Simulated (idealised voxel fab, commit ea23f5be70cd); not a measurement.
The name of this process module is voxel tone inversion.
It is cross-section cut that appears here, measuring 275 nm in width, its square cells being 5 nm in size.
Cross-section, as written here: a square-cell grid given band by band from the top down, where a band holds one or more rows of cells. First you get the band's top height and its bottom height, in nm, and then the materials it's made of, left to right, with each width in nm. If you see a single material with "throughout", that one covers the band edge to edge. "empty" is empty space. All heights in this document are referenced to 0, defined as the level beneath which the wafer, as received, consists entirely of one material. The lowest band is not bounded below; it extends indefinitely downward and is written in the form "0 -> down". Graded width ("30->40"): value in top row of band = first number; value in bottom row = second number; row-to-row change constant. A step reported as "nothing was modified" is a step in which no cell of the cross-section changed. The entry titled "Sealed voids" provides the empty spaces that have no open way to the top, restricted to those of 8 cells or more. Each is presented as width x height at distance, the distance being measured from the left edge, with all three in nm. Read whatever lies past the settings on a step's line as the simulator's own remark about the step. "overlay nm" answers the question of how far to the right of plan the mask lay on a step that has a mask, and when it is negative the answer is to the left.
PLANNED PROCESS STEPS
- 1: RECEIVE, material Si
- 2: CONFORMAL_DEP, material SiN, thk nm 10
- 3: DIRECTIONAL_DEP, material polySi, thk nm 20
- 4: PATTERN, tone cover, mask id POSTS, material resist, width nm 25, pitch nm 40, thk nm 30, overlay nm 0
- 5: DIRECTIONAL_ETCH, etch materials polySi, depth nm 20
- 6: STRIP, etch materials resist
- 7: FILL_DEP, material lowk, thk nm 5
- 8: CMP, height nm 30
- 9: STRIP, etch materials polySi
- 10: CONFORMAL_DEP, material TiN, thk nm 5
- 11: FILL_DEP, material Ru, thk nm 10
- 12: CMP, height nm 30
- 13: CONFORMAL_DEP, material SiN, thk nm 5
WAFER AS RECEIVED: CROSS-SECTION FOLLOWING STEP 1
  0 -> down = Si throughout
  Sealed voids: none
END-OF-MODULE CROSS-SECTION. STARTING STRUCTURE AND PROCESS PLAN AS ABOVE; ONE MISTAKE MADE IN RUNNING IT
  35 -> 30 = SiN throughout
  30 -> 15 = TiN: 70 | Ru: 15 | TiN: 25 | Ru: 15 | TiN: 25 | Ru: 15 | TiN: 25 | Ru: 15 | TiN: 70
  15 -> 10 = TiN throughout
  10 -> 0 = SiN throughout
  0 -> down = Si throughout
  Sealed voids: none
Plan not followed: step 7 was processed under conditions differing from the plan, specifically as FILL_DEP, material TiN, thk nm 5
